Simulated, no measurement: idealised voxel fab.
Name of the process module below: voxel air gaps
The width of the displayed cross-section, cut, is 285 nm; its cells are square, with a size of 5 nm.
Format of a cross-section: grid, square cells. Given as bands. Order: top down. Band: one or more rows of cells.
It is stipulated that each band's entry specify, in nanometres, the height of the top of the band and then that of its bottom, followed by the materials of the band in left-to-right sequence, each together with its width in nanometres. A single material marked by the word "all across" is understood to fill the band from edge to edge; the word "blank" is understood to denote empty space.
For the purposes of this specification, 0 denotes the height below which the wafer in its as-received condition is composed wholly of one material, and the lowermost band, lacking a lower limit, extends downward without end, as expressed in "z 0 and below".
The expression "30->40" gives the width at the extremes of the band, the first number at its top row of cells and the second at its bottom row, with the width changing by equal amounts from each row to the next in between.
No cell of the cross-section changed in a step that is given as "all unchanged".
"Sealed void listing" enumerates empty spaces isolated from the top, with no open way to it, that contain at least 8 cells, giving each as width x height at distance from the left edge, all three in nm.
On a step's line, text after the settings is the simulator commenting on that step.
overlay nm: where the mask lay relative to plan, measured to the right, on steps with a mask; negatives go left.

PROCESS STEPS FORESEEN IN THE PLAN
1,RECEIVE with material Si
2,CONFORMAL_DEP with material SiO2, thk nm 10
3,CONFORMAL_DEP with material SiN, thk nm 5
4,DIRECTIONAL_DEP with material lowk, thk nm 40
5,DIRECTIONAL_DEP with material aC, thk nm 10
6,PATTERN with tone open, mask id LINES, material resist, width nm 15, pitch nm 40, thk nm 25, overlay nm 0
7,DIRECTIONAL_ETCH with etch materials aC, depth nm 10
8,STRIP with etch materials resist
9,DIRECTIONAL_ETCH with etch materials lowk, depth nm 40
10,STRIP with etch materials aC
11,CONFORMAL_DEP with material TiN, thk nm 5
12,FILL_DEP with material Ru, thk nm 10
13,CMP with height nm 55
14,EPI with material Ru, thk nm 10
15,SELECTIVE_ETCH with etch materials lowk, depth nm 50
16,CONFORMAL_DEP with material SiN, thk nm 5

RUN AS PLANNED: FIRST OF TWO WAFERS

SHOWN IN CROSS-SECTION IS THE WAFER AS RECEIVED, THAT IS, AS IT STANDS AFTER STEP 1
    z 0 and below | Si all across
    Sealed void listing: none

CROSS-SECTION THROUGH THE WAFER, STEP 2 FINISHED
    z 10 to 0 | SiO2 all across
    Rest of section, below 0: as before.

CROSS-SECTION THROUGH THE WAFER, STEP 3 FINISHED
    z 15 to 10 | SiN all across
    Rest of section, below 10: as before.

CROSS-SECTION THROUGH THE WAFER, STEP 4 FINISHED
    z 55 to 15 | lowk all across
    Rest of section, below 15: as before.

CROSS-SECTION THROUGH THE WAFER, STEP 5 FINISHED
    z 65 to 55 | aC all across
    Rest of section, below 55: as before.

CROSS-SECTION THROUGH THE WAFER, STEP 6 FINISHED
    z 90 to 65 | resist: 75; blank: 15; resist: 25; blank: 15; resist: 25; blank: 15; resist: 25; blank: 15; resist: 75
    Rest of section, below 65: as before.

CROSS-SECTION THROUGH THE WAFER, STEP 7 FINISHED
    z 80 to 65 | resist: 75; blank: 15; resist: 25; blank: 15; resist: 25; blank: 15; resist: 25; blank: 15; resist: 75
    z 65 to 55 | aC: 75; blank: 15; aC: 25; blank: 15; aC: 25; blank: 15; aC: 25; blank: 15; aC: 75
    Rest of section, below 55: as before.

CROSS-SECTION THROUGH THE WAFER, STEP 8 FINISHED
    z 65 to 55 | aC: 75; blank: 15; aC: 25; blank: 15; aC: 25; blank: 15; aC: 25; blank: 15; aC: 75
    Rest of section, below 55: as before.

CROSS-SECTION THROUGH THE WAFER, STEP 9 FINISHED
    z 65 to 55 | aC: 75; blank: 15; aC: 25; blank: 15; aC: 25; blank: 15; aC: 25; blank: 15; aC: 75
    z 55 to 15 | lowk: 75; blank: 15; lowk: 25; blank: 15; lowk: 25; blank: 15; lowk: 25; blank: 15; lowk: 75
    Rest of section, below 15: as before.

CROSS-SECTION THROUGH THE WAFER, STEP 10 FINISHED
    z 55 to 15 | lowk: 75; blank: 15; lowk: 25; blank: 15; lowk: 25; blank: 15; lowk: 25; blank: 15; lowk: 75
    Rest of section, below 15: as before.

CROSS-SECTION THROUGH THE WAFER, STEP 11 FINISHED
    z 60 to 55 | TiN: 80; blank: 5; TiN: 35; blank: 5; TiN: 35; blank: 5; TiN: 35; blank: 5; TiN: 80
    z 55 to 20 | lowk: 75; TiN: 5; blank: 5; TiN: 5; lowk: 25; TiN: 5; blank: 5; TiN: 5; lowk: 25; TiN: 5; blank: 5; TiN: 5; lowk: 25; TiN: 5; blank: 5; TiN: 5; lowk: 75
    z 20 to 15 | lowk: 75; TiN: 15; lowk: 25; TiN: 15; lowk: 25; TiN: 15; lowk: 25; TiN: 15; lowk: 75
    Rest of section, below 15: as before.

CROSS-SECTION THROUGH THE WAFER, STEP 12 FINISHED
    z 70 to 60 | Ru all across
    z 60 to 55 | TiN: 80; Ru: 5; TiN: 35; Ru: 5; TiN: 35; Ru: 5; TiN: 35; Ru: 5; TiN: 80
    z 55 to 20 | lowk: 75; TiN: 5; Ru: 5; TiN: 5; lowk: 25; TiN: 5; Ru: 5; TiN: 5; lowk: 25; TiN: 5; Ru: 5; TiN: 5; lowk: 25; TiN: 5; Ru: 5; TiN: 5; lowk: 75
    Rest of section, below 20: as before.

CROSS-SECTION THROUGH THE WAFER, STEP 13 FINISHED
    z 55 to 20 | lowk: 75; TiN: 5; Ru: 5; TiN: 5; lowk: 25; TiN: 5; Ru: 5; TiN: 5; lowk: 25; TiN: 5; Ru: 5; TiN: 5; lowk: 25; TiN: 5; Ru: 5; TiN: 5; lowk: 75
    Rest of section, below 20: as before.

CROSS-SECTION THROUGH THE WAFER, STEP 14 FINISHED
    z 65 to 55 | blank: 65; Ru: 35; blank: 5; Ru: 35; blank: 5; Ru: 35; blank: 5; Ru: 35; blank: 65
    Rest of section, below 55: as before.

CROSS-SECTION THROUGH THE WAFER, STEP 15 FINISHED
    z 65 to 55 | blank: 65; Ru: 35; blank: 5; Ru: 35; blank: 5; Ru: 35; blank: 5; Ru: 35; blank: 65
    z 55 to 20 | blank: 75; TiN: 5; Ru: 5; TiN: 5; blank: 25; TiN: 5; Ru: 5; TiN: 5; blank: 25; TiN: 5; Ru: 5; TiN: 5; blank: 25; TiN: 5; Ru: 5; TiN: 5; blank: 75
    z 20 to 15 | blank: 75; TiN: 15; blank: 25; TiN: 15; blank: 25; TiN: 15; blank: 25; TiN: 15; blank: 75
    Rest of section, below 15: as before.

CROSS-SECTION THROUGH THE WAFER, STEP 16 FINISHED
    z 70 to 65 | blank: 60; SiN: 165; blank: 60
    z 65 to 55 | blank: 60; SiN: 5; Ru: 35; SiN: 5; Ru: 35; SiN: 5; Ru: 35; SiN: 5; Ru: 35; SiN: 5; blank: 60
    z 55 to 50 | blank: 60; SiN: 15; TiN: 5; Ru: 5; TiN: 5; SiN: 25; TiN: 5; Ru: 5; TiN: 5; SiN: 25; TiN: 5; Ru: 5; TiN: 5; SiN: 25; TiN: 5; Ru: 5; TiN: 5; SiN: 15; blank: 60
    z 50 to 20 | blank: 70; SiN: 5; TiN: 5; Ru: 5; TiN: 5; SiN: 5; blank: 15; SiN: 5; TiN: 5; Ru: 5; TiN: 5; SiN: 5; blank: 15; SiN: 5; TiN: 5; Ru: 5; TiN: 5; SiN: 5; blank: 15; SiN: 5; TiN: 5; Ru: 5; TiN: 5; SiN: 5; blank: 70
    z 20 to 15 | SiN: 75; TiN: 15; SiN: 25; TiN: 15; SiN: 25; TiN: 15; SiN: 25; TiN: 15; SiN: 75
    Rest of section, below 15: as before.
    Sealed void listing: 15 x 30 at 95; 15 x 30 at 135; 15 x 30 at 175

SECOND WAFER, SAME STARTING STATE AND PLAN AS THE FIRST, ONE MISTAKE IN THE RUN, IDENTICAL THROUGH STEP 12

THE SECOND WAFER CUT THROUGH, AT THE TIME STEP 13 WAS SUPPOSED TO BE FINISHED
    z 65 to 60 | Ru all across
    Rest of section, below 60: as before.

THE SECOND WAFER CUT THROUGH, AT THE TIME STEP 14 WAS SUPPOSED TO BE FINISHED
    z 75 to 60 | Ru all across
    Rest of section, below 60: as before.

The second wafer cut through, at the time step 15 was supposed to be finished: all unchanged

THE SECOND WAFER CUT THROUGH, AT THE TIME STEP 16 WAS SUPPOSED TO BE FINISHED
    z 80 to 75 | SiN all across
    Rest of section, below 75: as before.
Deviation from plan: step 13 ran differently from the plan; actual operation with settings: CMP with height nm 65
Final wafer comparison in cells, second versus first, more or fewer per material: Ru +119; SiN -100; TiN +53; lowk +360
In the final state there are 3 closed voids in the first wafer, compared with 0 in the second wafer.
